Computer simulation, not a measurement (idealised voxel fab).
process module | voxel released beams
cross-section cut | 140 nm wide | cells 5 nm
A cross-section is a grid of square cells, given in bands from the top down. A band is one or more rows of cells.
Each band's line starts with the height of the band's top and of its bottom, in nm. Then come its materials from left to right, each with its width in nm. One material with "throughout" fills the band from edge to edge. "air" is empty space.
Height 0 is the level under which the wafer as received is all one material. The lowest band goes on downwards, as in "0 down".
A width such as "30 to 40" changes by the same amount from each row of cells to the next, from the band's top row to its bottom row.
"no change" after a step means that no cell of the cross-section changed.
closed voids: empty space of 8 cells or more with no open way to the top, each as width x height at its distance from the left edge, in nm
after a step's settings: what the simulator itself notes on the step
overlay nm, on a step with a mask: how far to the right of its planned place the mask lay; to the left if negative
plan
1 op RECEIVE | material Si
2 op CONFORMAL_DEP | material Al2O3 | thk nm 10
3 op DIRECTIONAL_DEP | material SiO2 | thk nm 15
4 op MASKED_ETCH | tone open | mask id ANCHOR | width nm 25 | etch materials SiO2 | depth nm 15 | overlay nm 0
5 op CONFORMAL_DEP | material W | thk nm 10
6 op MASKED_ETCH | tone cover | mask id BEAM | width nm 70 | etch materials W | depth nm 10 | overlay nm 0
7 op STRIP | etch materials SiO2
first wafer, as planned
as received, after step 1
  0 down: Si throughout
  closed voids: none
after step 2
  10 to 0: Al2O3 throughout
  below 0: unchanged
after step 3
  25 to 10: SiO2 throughout
  below 10: unchanged
after step 4
  25 to 10: SiO2 35 | air 25 | SiO2 80
  below 10: unchanged
after step 5
  35 to 25: W 45 | air 5 | W 90
  25 to 20: SiO2 35 | W 10 | air 5 | W 10 | SiO2 80
  20 to 10: SiO2 35 | W 25 | SiO2 80
  below 10: unchanged
after step 6
  35 to 25: air 30 | W 15 | air 5 | W 50 | air 40
  below 25: unchanged
after step 7
  35 to 25: air 30 | W 15 | air 5 | W 50 | air 40
  25 to 20: air 35 | W 10 | air 5 | W 10 | air 80
  20 to 10: air 35 | W 25 | air 80
  below 10: unchanged
second wafer: like start, like plan, one mistake. Through step 1 it matches the first wafer
when step 2 should have ended
  15 to 0: SiO2 throughout
  below 0: unchanged
when step 3 should have ended
  25 to 15: Al2O3 throughout
  below 15: unchanged
when step 4 should have ended: no change
when step 5 should have ended
  35 to 25: W throughout
  below 25: unchanged
when step 6 should have ended
  35 to 25: air 30 | W 70 | air 40
  below 25: unchanged
when step 7 should have ended: no change
what went wrong: steps 2 and 3 were swapped
at the end the second wafer has, in cells: 84 more of SiO2 | 12 fewer of W
